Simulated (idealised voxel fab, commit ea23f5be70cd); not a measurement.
The process module presented herein is designated voxel self aligned vias.
Section shown: cut. Width: 270 nm. Cell size: 5 nm, square.
When this document writes out a cross-section, it uses a grid of square cells and lists it as bands, beginning at the top and moving down, with a band standing for one or more rows of cells. The band entry comprises the height of the band's top followed by the height of its bottom, expressed in nm, and subsequently the band's materials from left to right, each stated together with its width in nm. Where a single material is marked with the word "all across", that material fills the band from edge to edge. The word "empty" represents empty space. Heights are measured from 0, the level below which the as-received wafer is all one material; the lowest band has no bottom and continues downward, written as in "from 0 down". With a width like "30 to 40", each row of cells in the band differs from the next by the same amount, the top row carrying the first number and the bottom row the second. For the purposes of this document, the phrase "left unchanged" attached to a step denotes that no cell within the cross-section was modified by that step. This entry, "Enclosed void catalog", enumerates those empty regions of no fewer than 8 cells that possess no open connection to the top. Each region is reported in the form width x height at distance, the distance being taken from the left edge, with all three quantities expressed in nm. Read whatever lies past the settings on a step's line as the simulator's own remark about the step. Each step line may optionally specify "overlay nm", which for a step with a mask gives the rightward distance between the mask's planned place and where it lay, a negative value indicating the leftward direction.

### Process steps - plan
- 1: op RECEIVE | material Si
- 2: op CONFORMAL_DEP | material SiO2 | thk nm 10
- 3: op CONFORMAL_DEP | material SiCN | thk nm 5
- 4: op DIRECTIONAL_DEP | material SiO2 | thk nm 20
- 5: op MASKED_ETCH | tone open | mask id LINES | width nm 30 | pitch nm 60 | etch materials SiO2 | depth nm 20 | overlay nm 0
- 6: op CONFORMAL_DEP | material TiN | thk nm 5
- 7: op FILL_DEP | material Ru | thk nm 10
- 8: op CMP | height nm 35
- 9: op SELECTIVE_ETCH | etch materials W Ru TiN | depth nm 10
- 10: op FILL_DEP | material SiN | thk nm 10
- 11: op CMP | height nm 35
- 12: op DIRECTIONAL_DEP | material SiO2 | thk nm 15
- 13: op MASKED_ETCH | tone open | mask id VIAS | width nm 40 | etch materials SiO2 | depth nm 15 | overlay nm 0
- 14: op MASKED_ETCH | tone open | mask id VIAS | width nm 40 | etch materials SiN | depth nm 10 | overlay nm 0
- 15: op CONFORMAL_DEP | material TiN | thk nm 5
- 16: op FILL_DEP | material Ru | thk nm 10
- 17: op CMP | height nm 50
- 18: op CONFORMAL_DEP | material SiN | thk nm 5

### Below: the first of two wafers, run as planned

### Incoming wafer, cross-sectional view, post step 1
  from 0 down  Si all across
  Enclosed void catalog: none

### Step 2 complete: cross-section through the wafer
  from 10 to 0  SiO2 all across
  Rest of section, below 0: as before.

### Step 3 complete: cross-section through the wafer
  from 15 to 10  SiCN all across
  Rest of section, below 10: as before.

### Step 4 complete: cross-section through the wafer
  from 35 to 15  SiO2 all across
  Rest of section, below 15: as before.

### Step 5 complete: cross-section through the wafer
  from 35 to 15  SiO2 90, empty 30, SiO2 30, empty 30, SiO2 90
  Rest of section, below 15: as before.

### Step 6 complete: cross-section through the wafer
  from 40 to 35  TiN 95, empty 20, TiN 40, empty 20, TiN 95
  from 35 to 20  SiO2 90, TiN 5, empty 20, TiN 5, SiO2 30, TiN 5, empty 20, TiN 5, SiO2 90
  from 20 to 15  SiO2 90, TiN 30, SiO2 30, TiN 30, SiO2 90
  Rest of section, below 15: as before.

### Step 7 complete: cross-section through the wafer
  from 50 to 40  Ru all across
  from 40 to 35  TiN 95, Ru 20, TiN 40, Ru 20, TiN 95
  from 35 to 20  SiO2 90, TiN 5, Ru 20, TiN 5, SiO2 30, TiN 5, Ru 20, TiN 5, SiO2 90
  Rest of section, below 20: as before.

### Step 8 complete: cross-section through the wafer
  from 35 to 20  SiO2 90, TiN 5, Ru 20, TiN 5, SiO2 30, TiN 5, Ru 20, TiN 5, SiO2 90
  Rest of section, below 20: as before.

### Step 9 complete: cross-section through the wafer
  from 35 to 25  SiO2 90, empty 30, SiO2 30, empty 30, SiO2 90
  Rest of section, below 25: as before.

### Step 10 complete: cross-section through the wafer
  from 45 to 35  SiN all across
  from 35 to 25  SiO2 90, SiN 30, SiO2 30, SiN 30, SiO2 90
  Rest of section, below 25: as before.

### Step 11 complete: cross-section through the wafer
  from 35 to 25  SiO2 90, SiN 30, SiO2 30, SiN 30, SiO2 90
  Rest of section, below 25: as before.

### Step 12 complete: cross-section through the wafer
  from 50 to 35  SiO2 all across
  Rest of section, below 35: as before.

### Step 13 complete: cross-section through the wafer
  from 50 to 35  SiO2 85, empty 40, SiO2 145
  Rest of section, below 35: as before.

### Step 14 complete: cross-section through the wafer
  from 50 to 35  SiO2 85, empty 40, SiO2 145
  from 35 to 25  SiO2 90, empty 30, SiO2 30, SiN 30, SiO2 90
  Rest of section, below 25: as before.

### Step 15 complete: cross-section through the wafer
  from 55 to 50  TiN 90, empty 30, TiN 150
  from 50 to 40  SiO2 85, TiN 5, empty 30, TiN 5, SiO2 145
  from 40 to 35  SiO2 85, TiN 10, empty 20, TiN 10, SiO2 145
  from 35 to 30  SiO2 90, TiN 5, empty 20, TiN 5, SiO2 30, SiN 30, SiO2 90
  from 30 to 25  SiO2 90, TiN 30, SiO2 30, SiN 30, SiO2 90
  Rest of section, below 25: as before.

### Step 16 complete: cross-section through the wafer
  from 65 to 55  Ru all across
  from 55 to 50  TiN 90, Ru 30, TiN 150
  from 50 to 40  SiO2 85, TiN 5, Ru 30, TiN 5, SiO2 145
  from 40 to 35  SiO2 85, TiN 10, Ru 20, TiN 10, SiO2 145
  from 35 to 30  SiO2 90, TiN 5, Ru 20, TiN 5, SiO2 30, SiN 30, SiO2 90
  Rest of section, below 30: as before.

### Step 17 complete: cross-section through the wafer
  from 50 to 40  SiO2 85, TiN 5, Ru 30, TiN 5, SiO2 145
  Rest of section, below 40: as before.

### Step 18 complete: cross-section through the wafer
  from 55 to 50  SiN all across
  Rest of section, below 50: as before.

### Second of two: same start, same plan, one run error; steps up to and including 12 match the first

### Cross-sectional view of the second wafer at the intended end time of process step 13
  from 50 to 35  SiO2 90, empty 30, SiO2 150
  Rest of section, below 35: as before.

### Cross-sectional view of the second wafer at the intended end time of process step 14
  from 50 to 35  SiO2 90, empty 30, SiO2 150
  from 35 to 25  SiO2 90, empty 30, SiO2 30, SiN 30, SiO2 90
  Rest of section, below 25: as before.

### Cross-sectional view of the second wafer at the intended end time of process step 15
  from 55 to 50  TiN 95, empty 20, TiN 155
  from 50 to 35  SiO2 90, TiN 5, empty 20, TiN 5, SiO2 150
  from 35 to 30  SiO2 90, TiN 5, empty 20, TiN 5, SiO2 30, SiN 30, SiO2 90
  from 30 to 25  SiO2 90, TiN 30, SiO2 30, SiN 30, SiO2 90
  Rest of section, below 25: as before.

### Cross-sectional view of the second wafer at the intended end time of process step 16
  from 65 to 55  Ru all across
  from 55 to 50  TiN 95, Ru 20, TiN 155
  from 50 to 35  SiO2 90, TiN 5, Ru 20, TiN 5, SiO2 150
  from 35 to 30  SiO2 90, TiN 5, Ru 20, TiN 5, SiO2 30, SiN 30, SiO2 90
  Rest of section, below 30: as before.

### Cross-sectional view of the second wafer at the intended end time of process step 17
  from 50 to 35  SiO2 90, TiN 5, Ru 20, TiN 5, SiO2 150
  Rest of section, below 35: as before.

### Cross-sectional view of the second wafer at the intended end time of process step 18
  from 55 to 50  SiN all across
  Rest of section, below 50: as before.
Deviation noted in wafer processing: in deviation from the planned setting, step 13 was conducted as op MASKED_ETCH | tone open | mask id VIAS | width nm 30 | etch materials SiO2 | depth nm 15 | overlay nm 0
Final wafer comparison in cells, second versus first, more or fewer per material: Ru: 4 fewer | SiO2: 6 more | TiN: 2 fewer
